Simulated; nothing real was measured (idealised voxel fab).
Presented below is a process module, voxel wiring stack.
Section shown: cut. Width: 195 nm. Cell size: 5 nm, square.
Bands, listed from the top down, are how a cross-section gets written in this document; the cross-section itself is a grid of square cells, and a band is one or more rows of them. Heads up on the band format: heights come first, top then bottom, in nm. After that it's the materials left to right, each with its width in nm. A single material flagged "throughout" fills the whole band edge to edge, and "air" means there's empty space there. All heights in this document are referenced to 0, defined as the level beneath which the wafer, as received, consists entirely of one material. The lowest band is not bounded below; it extends indefinitely downward and is written in the form "0..down". The expression "30 to 40" gives the width at the extremes of the band, the first number at its top row of cells and the second at its bottom row, with the width changing by equal amounts from each row to the next in between. The cross-section has no changed cell in any step marked "nothing altered". "Cavities, sealed" means: voids of 8 cells or more that are shut off from the top with no open way through. Written width x height at distance, distance from the left edge, in nm. On a step's line, text after the settings is the simulator commenting on that step. You can add "overlay nm" to a step's line. For a step with a mask, it describes how far the mask lay to the right of its planned position, and a negative number describes a lay to the left.

[Here's what the planned process steps look like]
1: RECEIVE with material Si
2: CONFORMAL_DEP with material SiO2, thk nm 15
3: DIRECTIONAL_DEP with material TiN, thk nm 5
4: DIRECTIONAL_DEP with material Ru, thk nm 15
5: PATTERN with tone cover, mask id METAL_1, material resist, width nm 30, pitch nm 45, thk nm 20, overlay nm 0
6: DIRECTIONAL_ETCH with etch materials Ru, depth nm 15
7: DIRECTIONAL_ETCH with etch materials TiN, depth nm 5
8: STRIP with etch materials resist
9: CONFORMAL_DEP with material SiCN, thk nm 5
10: FILL_DEP with material SiO2, thk nm 5
11: CMP with height nm 35
12: CONFORMAL_DEP with material SiCN, thk nm 5
13: DIRECTIONAL_DEP with material SiO2, thk nm 20
14: PATTERN with tone open, mask id PLUG_1, material resist, width nm 15, pitch nm 90, thk nm 15, overlay nm 0
15: DIRECTIONAL_ETCH with etch materials SiO2, depth nm 20
16: DIRECTIONAL_ETCH with etch materials SiCN, depth nm 5
17: STRIP with etch materials resist
18: EPI with material Ru, thk nm 10
19: EPI with material Ru, thk nm 10
20: EPI with material Ru, thk nm 5
21: DIRECTIONAL_DEP with material TiN, thk nm 5
22: DIRECTIONAL_DEP with material Ru, thk nm 20
23: MASKED_ETCH with tone cover, mask id METAL_2, width nm 30, pitch nm 45, etch materials Ru, depth nm 20, overlay nm 0
24: MASKED_ETCH with tone cover, mask id METAL_2, width nm 30, pitch nm 45, etch materials TiN, depth nm 5, overlay nm 0
25: FILL_DEP with material SiO2, thk nm 10
26: CMP with height nm 85
27: CONFORMAL_DEP with material SiN, thk nm 5

[Here's what the wafer looked like in cross-section when it arrived - that's after step 1]
	0..down: Si throughout
	Cavities, sealed: none

[Wafer cross-section at module end: first of two, run to plan]
	90..85: SiN throughout
	85..65: SiO2=15 / Ru=30 / SiO2=15 / Ru=30 / SiO2=15 / Ru=30 / SiO2=15 / Ru=30 / SiO2=15
	65..60: SiO2=15 / TiN=30 / SiO2=15 / TiN=30 / SiO2=15 / TiN=30 / SiO2=15 / TiN=30 / SiO2=15
	60..40: SiO2=15 / Ru=15 / SiO2=75 / Ru=15 / SiO2=75
	40..35: SiCN=15 / Ru=15 / SiCN=75 / Ru=15 / SiCN=75
	35..20: SiO2=10 / SiCN=5 / Ru=30 / SiCN=5 / SiO2=5 / SiCN=5 / Ru=30 / SiCN=5 / SiO2=5 / SiCN=5 / Ru=30 / SiCN=5 / SiO2=5 / SiCN=5 / Ru=30 / SiCN=5 / SiO2=10
	20..15: SiCN=15 / TiN=30 / SiCN=15 / TiN=30 / SiCN=15 / TiN=30 / SiCN=15 / TiN=30 / SiCN=15
	15..0: SiO2 throughout
	0..down: Si throughout
	Cavities, sealed: none

[Cross-section of the latter of the two wafers at module completion. It had an identical start and an identical plan to the former; in running it, one mistake was made]
	90..85: SiN throughout
	85..80: SiO2 throughout
	80..60: SiO2=15 / Ru=30 / SiO2=15 / Ru=30 / SiO2=15 / Ru=30 / SiO2=15 / Ru=30 / SiO2=15
	60..40: SiO2=15 / Ru=15 / SiO2=75 / Ru=15 / SiO2=75
	40..35: SiCN=15 / Ru=15 / SiCN=75 / Ru=15 / SiCN=75
	35..20: SiO2=10 / SiCN=5 / Ru=30 / SiCN=5 / SiO2=5 / SiCN=5 / Ru=30 / SiCN=5 / SiO2=5 / SiCN=5 / Ru=30 / SiCN=5 / SiO2=5 / SiCN=5 / Ru=30 / SiCN=5 / SiO2=10
	20..15: SiCN=15 / TiN=30 / SiCN=15 / TiN=30 / SiCN=15 / TiN=30 / SiCN=15 / TiN=30 / SiCN=15
	15..0: SiO2 throughout
	0..down: Si throughout
	Cavities, sealed: none
The mistake made against the process plan was this: the plan's step 21 went unexecuted, having been skipped
Wafer comparison, final, in cells, second relative to first, materials more or fewer: SiO2 +24, TiN -24
